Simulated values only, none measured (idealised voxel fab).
This is a process module. Its name is voxel plated lines.
Cross-section cut: width 240 nm, square cells of 5 nm.
When this document writes out a cross-section, it uses a grid of square cells and lists it as bands, beginning at the top and moving down, with a band standing for one or more rows of cells. Within each band entry, the heights of the top and of the bottom of the band appear first, in that order and in nm; the materials of the band then follow from left to right, each with its corresponding width in nm. The designation "all across" on a single material indicates that it fills the band from edge to edge; the designation "blank" indicates empty space. Counting heights begins at 0, where everything beneath is, in the wafer as received, one material. The lowest band has no bottom; it goes on downwards, as "0..down" shows. The expression "30..40" gives the width at the extremes of the band, the first number at its top row of cells and the second at its bottom row, with the width changing by equal amounts from each row to the next in between. Any step labelled "nothing was modified" changed none of the cells in the cross-section. This entry, "Closed void catalog", enumerates those empty regions of no fewer than 8 cells that possess no open connection to the top. Each region is reported in the form width x height at distance, the distance being taken from the left edge, with all three quantities expressed in nm. On a step's line, text after the settings is the simulator commenting on that step. On any step carrying a mask, the "overlay nm" setting, if present on the step's line, tells how far right of its planned place the mask lay; negative values point to the left.

### The following list gives the planned process steps
1: RECEIVE,material Si
2: CONFORMAL_DEP,material Al2O3,thk nm 5
3: DIRECTIONAL_DEP,material TiN,thk nm 5
4: PATTERN,tone open,mask id LINES,material resist,width nm 20,pitch nm 50,thk nm 40,overlay nm 0
5: EPI,material Ru,thk nm 10
6: EPI,material Ru,thk nm 10
7: EPI,material Ru,thk nm 5
8: STRIP,etch materials resist
9: DIRECTIONAL_ETCH,etch materials TiN,depth nm 5
10: CONFORMAL_DEP,material SiO2,thk nm 10

### Run as planned: first of two wafers

### as received, after step 1
    0..down | Si all across
    Closed void catalog: none

### Upon completion of step 2, the wafer appears in cross-section as shown
    5..0 | Al2O3 all across
    No changes below 0.

### Upon completion of step 3, the wafer appears in cross-section as shown
    10..5 | TiN all across
    No changes below 5.

### Upon completion of step 4, the wafer appears in cross-section as shown
    50..10 | resist=35  blank=20  resist=30  blank=20  resist=30  blank=20  resist=30  blank=20  resist=35
    No changes below 10.

### Upon completion of step 5, the wafer appears in cross-section as shown
    50..20 | resist=35  blank=20  resist=30  blank=20  resist=30  blank=20  resist=30  blank=20  resist=35
    20..10 | resist=35  Ru=20  resist=30  Ru=20  resist=30  Ru=20  resist=30  Ru=20  resist=35
    No changes below 10.

### Upon completion of step 6, the wafer appears in cross-section as shown
    50..30 | resist=35  blank=20  resist=30  blank=20  resist=30  blank=20  resist=30  blank=20  resist=35
    30..10 | resist=35  Ru=20  resist=30  Ru=20  resist=30  Ru=20  resist=30  Ru=20  resist=35
    No changes below 10.

### Upon completion of step 7, the wafer appears in cross-section as shown
    50..35 | resist=35  blank=20  resist=30  blank=20  resist=30  blank=20  resist=30  blank=20  resist=35
    35..10 | resist=35  Ru=20  resist=30  Ru=20  resist=30  Ru=20  resist=30  Ru=20  resist=35
    No changes below 10.

### Upon completion of step 8, the wafer appears in cross-section as shown
    35..10 | blank=35  Ru=20  blank=30  Ru=20  blank=30  Ru=20  blank=30  Ru=20  blank=35
    No changes below 10.

### Upon completion of step 9, the wafer appears in cross-section as shown
    35..10 | blank=35  Ru=20  blank=30  Ru=20  blank=30  Ru=20  blank=30  Ru=20  blank=35
    10..5 | blank=35  TiN=20  blank=30  TiN=20  blank=30  TiN=20  blank=30  TiN=20  blank=35
    No changes below 5.

### Upon completion of step 10, the wafer appears in cross-section as shown
    45..35 | blank=25  SiO2=40  blank=10  SiO2=40  blank=10  SiO2=40  blank=10  SiO2=40  blank=25
    35..15 | blank=25  SiO2=10  Ru=20  SiO2=10  blank=10  SiO2=10  Ru=20  SiO2=10  blank=10  SiO2=10  Ru=20  SiO2=10  blank=10  SiO2=10  Ru=20  SiO2=10  blank=25
    15..10 | SiO2=35  Ru=20  SiO2=30  Ru=20  SiO2=30  Ru=20  SiO2=30  Ru=20  SiO2=35
    10..5 | SiO2=35  TiN=20  SiO2=30  TiN=20  SiO2=30  TiN=20  SiO2=30  TiN=20  SiO2=35
    No changes below 5.

### Now the other wafer: same start, same recipe, but we messed up one thing when running it. Up to and including step 6 it's the same as the first one

### Here is the second wafer in cross-section at the point where step 7 of the plan should have been done
    30..10 | blank=35  Ru=20  blank=30  Ru=20  blank=30  Ru=20  blank=30  Ru=20  blank=35
    No changes below 10.

### Here is the second wafer in cross-section at the point where step 8 of the plan should have been done
    35..15 | blank=30  Ru=30  blank=20  Ru=30  blank=20  Ru=30  blank=20  Ru=30  blank=30
    15..10 | Ru all across
    No changes below 10.

Here is the second wafer in cross-section at the point where step 9 of the plan should have been done: nothing was modified

### Here is the second wafer in cross-section at the point where step 10 of the plan should have been done
    45..35 | blank=20  SiO2=200  blank=20
    35..25 | blank=20  SiO2=10  Ru=30  SiO2=20  Ru=30  SiO2=20  Ru=30  SiO2=20  Ru=30  SiO2=10  blank=20
    25..15 | SiO2=30  Ru=30  SiO2=20  Ru=30  SiO2=20  Ru=30  SiO2=20  Ru=30  SiO2=30
    No changes below 15.
Where did the run depart from the plan? steps 7 and 8 swapped
It is noted that, at the conclusion of processing, the second wafer exhibits a higher or lower cell count for certain materials relative to the first: +64 Ru | -32 SiO2 | +32 TiN
